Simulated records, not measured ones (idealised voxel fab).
Process module, titled voxel capacitor over wiring
The width of the displayed cross-section, cut, is 200 nm; its cells are square, with a size of 5 nm.
A cross-section is written here as square cells arranged in a grid, and it is given in bands from the top down, each band taking up one or more rows of cells. It is stipulated that each band's entry specify, in nanometres, the height of the top of the band and then that of its bottom, followed by the materials of the band in left-to-right sequence, each together with its width in nanometres. A single material marked by the word "edge to edge" is understood to fill the band from edge to edge; the word "air" is understood to denote empty space. It should be noted that heights are counted from 0, beneath which the wafer as supplied is of one material throughout, and that the lowest band possesses no lower boundary but continues downward, as written in "z 0 and below". You'd read "30->40" like this: the band's top row of cells is as wide as the first number, its bottom row is as wide as the second, and going down, every row changes width by the same amount as the row before did. "nothing altered" -> step changed no cross-section cell. This entry, "closed voids", enumerates those empty regions of no fewer than 8 cells that possess no open connection to the top. Each region is reported in the form width x height at distance, the distance being taken from the left edge, with all three quantities expressed in nm. On a step's line, text after the settings is the simulator commenting on that step. "overlay nm" on a masked step: distance the mask lay right of its planned place, negative for left.

# The steps planned for the process are as follows
- 1: RECEIVE: material Si
- 2: CONFORMAL_DEP: material SiO2, thk nm 10
- 3: DIRECTIONAL_DEP: material TiN, thk nm 5
- 4: DIRECTIONAL_DEP: material W, thk nm 25
- 5: MASKED_ETCH: tone cover, mask id METAL_1, width nm 25, pitch nm 95, etch materials W, depth nm 25, overlay nm 0
- 6: MASKED_ETCH: tone cover, mask id METAL_1, width nm 25, pitch nm 95, etch materials TiN, depth nm 5, overlay nm 0
- 7: FILL_DEP: material SiO2, thk nm 5
- 8: CMP: height nm 40
- 9: CONFORMAL_DEP: material SiCN, thk nm 5
- 10: DIRECTIONAL_DEP: material SiO2, thk nm 20
- 11: MASKED_ETCH: tone open, mask id PLUG_1, width nm 15, etch materials SiO2, depth nm 20, overlay nm 0
- 12: MASKED_ETCH: tone open, mask id PLUG_1, width nm 15, etch materials SiCN, depth nm 5, overlay nm 0
- 13: EPI: material Ru, thk nm 10
- 14: EPI: material Ru, thk nm 10
- 15: EPI: material Ru, thk nm 5
- 16: DIRECTIONAL_DEP: material TiN, thk nm 5
- 17: DIRECTIONAL_DEP: material HfO2, thk nm 5
- 18: DIRECTIONAL_DEP: material TiN, thk nm 10
- 19: PATTERN: tone cover, mask id UPPER_PLATE, material resist, width nm 75, thk nm 20, overlay nm 0
- 20: DIRECTIONAL_ETCH: etch materials TiN, depth nm 10
- 21: DIRECTIONAL_ETCH: etch materials HfO2, depth nm 5
- 22: STRIP: etch materials resist
- 23: DIRECTIONAL_DEP: material aC, thk nm 10
- 24: PATTERN: tone cover, mask id LOWER_PLATE, material resist, width nm 85, thk nm 30, overlay nm 0
- 25: DIRECTIONAL_ETCH: etch materials aC, depth nm 10
- 26: STRIP: etch materials resist
- 27: DIRECTIONAL_ETCH: etch materials TiN, depth nm 5
- 28: STRIP: etch materials aC
- 29: FILL_DEP: material SiO2, thk nm 20
- 30: CMP: height nm 100
- 31: DIRECTIONAL_DEP: material aC, thk nm 10
- 32: PATTERN: tone open, mask id PLUG_2, material resist, width nm 15, thk nm 30, overlay nm 0
- 33: DIRECTIONAL_ETCH: etch materials aC, depth nm 10
- 34: STRIP: etch materials resist
- 35: DIRECTIONAL_ETCH: etch materials SiO2, depth nm 15
- 36: STRIP: etch materials aC
- 37: CONFORMAL_DEP: material TiN, thk nm 5
- 38: FILL_DEP: material Ru, thk nm 5
- 39: CMP: height nm 100
- 40: CONFORMAL_DEP: material SiN, thk nm 5

# Cross-section of the wafer upon arrival, representing the state reached after step 1
- z 0 and below | Si edge to edge
- closed voids: none

# What the wafer looks like in cross-section after this module, when it starts as shown above and follows the plan above but one mistake is made in running it
- z 105 to 100 | SiN edge to edge
- z 100 to 90 | 60 SiO2 | 5 TiN | 5 Ru | 5 TiN | 125 SiO2
- z 90 to 85 | 60 SiO2 | 15 TiN | 125 SiO2
- z 85 to 75 | 50 SiO2 | 35 TiN | 115 SiO2
- z 75 to 70 | 50 SiO2 | 35 HfO2 | 115 SiO2
- z 70 to 65 | 45 SiO2 | 40 TiN | 115 SiO2
- z 65 to 55 | 30 SiO2 | 55 Ru | 40 TiN | 75 SiO2
- z 55 to 50 | 30 SiO2 | 55 Ru | 40 HfO2 | 75 SiO2
- z 50 to 45 | 30 SiO2 | 55 Ru | 45 TiN | 70 SiO2
- z 45 to 40 | 50 SiCN | 15 Ru | 135 SiCN
- z 40 to 15 | 40 SiO2 | 25 W | 70 SiO2 | 25 W | 40 SiO2
- z 15 to 10 | 40 SiO2 | 25 TiN | 70 SiO2 | 25 TiN | 40 SiO2
- z 10 to 0 | SiO2 edge to edge
- z 0 and below | Si edge to edge
- closed voids: none
What broke from the plan during processing? plan step 10 was not performed, having been skipped
